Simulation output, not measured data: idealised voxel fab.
process module | voxel released beams
cross-section cut | 220 nm wide | cells 5 nm
A cross-section is a grid of square cells, given in bands from the top down. A band is one or more rows of cells.
Each band's line starts with the height of the band's top and of its bottom, in nm. Then come its materials from left to right, each with its width in nm. One material with "throughout" fills the band from edge to edge. "air" is empty space.
Height 0 is the level under which the wafer as received is all one material. The lowest band goes on downwards, as in "0 down".
A width such as "30 to 40" changes by the same amount from each row of cells to the next, from the band's top row to its bottom row.
"no change" after a step means that no cell of the cross-section changed.
closed voids: empty space of 8 cells or more with no open way to the top, each as width x height at its distance from the left edge, in nm
after a step's settings: what the simulator itself notes on the step
overlay nm, on a step with a mask: how far to the right of its planned place the mask lay; to the left if negative
plan
1 op RECEIVE | material Si
2 op CONFORMAL_DEP | material Al2O3 | thk nm 5
3 op DIRECTIONAL_DEP | material SiO2 | thk nm 10
4 op DIRECTIONAL_DEP | material aC | thk nm 15
5 op PATTERN | tone open | mask id ANCHOR | material resist | width nm 35 | thk nm 35 | overlay nm 0
6 op DIRECTIONAL_ETCH | etch materials aC | depth nm 15
7 op STRIP | etch materials resist
8 op DIRECTIONAL_ETCH | etch materials SiO2 | depth nm 10
9 op STRIP | etch materials aC
10 op CONFORMAL_DEP | material polySi | thk nm 5
11 op DIRECTIONAL_DEP | material aC | thk nm 15
12 op PATTERN | tone cover | mask id BEAM | material resist | width nm 85 | thk nm 30 | overlay nm 0
13 op DIRECTIONAL_ETCH | etch materials aC | depth nm 15
14 op STRIP | etch materials resist
15 op DIRECTIONAL_ETCH | etch materials polySi | depth nm 10
16 op STRIP | etch materials aC
17 op STRIP | etch materials SiO2
varied across the wafers: thk nm of step 10. The plan shows the first wafer's value. All wafers start alike
first wafer as received, after step 1
  0 down: Si throughout
  closed voids: none
first wafer at the end, after step 17
  20 to 10: air 65 to 70 | polySi 10 to 5 | air 25 | polySi 50 to 5 | air 70 to 115
  10 to 5: air 70 | polySi 35 | air 115
  5 to 0: Al2O3 throughout
  0 down: Si throughout
  closed voids: none
last wafer at the end
  40 to 30: air 65 | polySi 85 | air 70
  30 to 15: polySi throughout
  15 to 5: SiO2 70 | polySi 35 | SiO2 115
  5 to 0: Al2O3 throughout
  0 down: Si throughout
  closed voids: none
each wafer at the end: cells of each material gained (+) or lost (-) since it was received, then its closed voids
thk nm 5 | +44 Al2O3 | +21 polySi | closed voids: none
thk nm 10 | +44 Al2O3 | +42 polySi | closed voids: none
thk nm 15 | +44 Al2O3 | +74 SiO2 | +90 polySi | closed voids: none
thk nm 20 | +44 Al2O3 | +74 SiO2 | +136 polySi | closed voids: none
thk nm 25 | +44 Al2O3 | +74 SiO2 | +180 polySi | closed voids: none
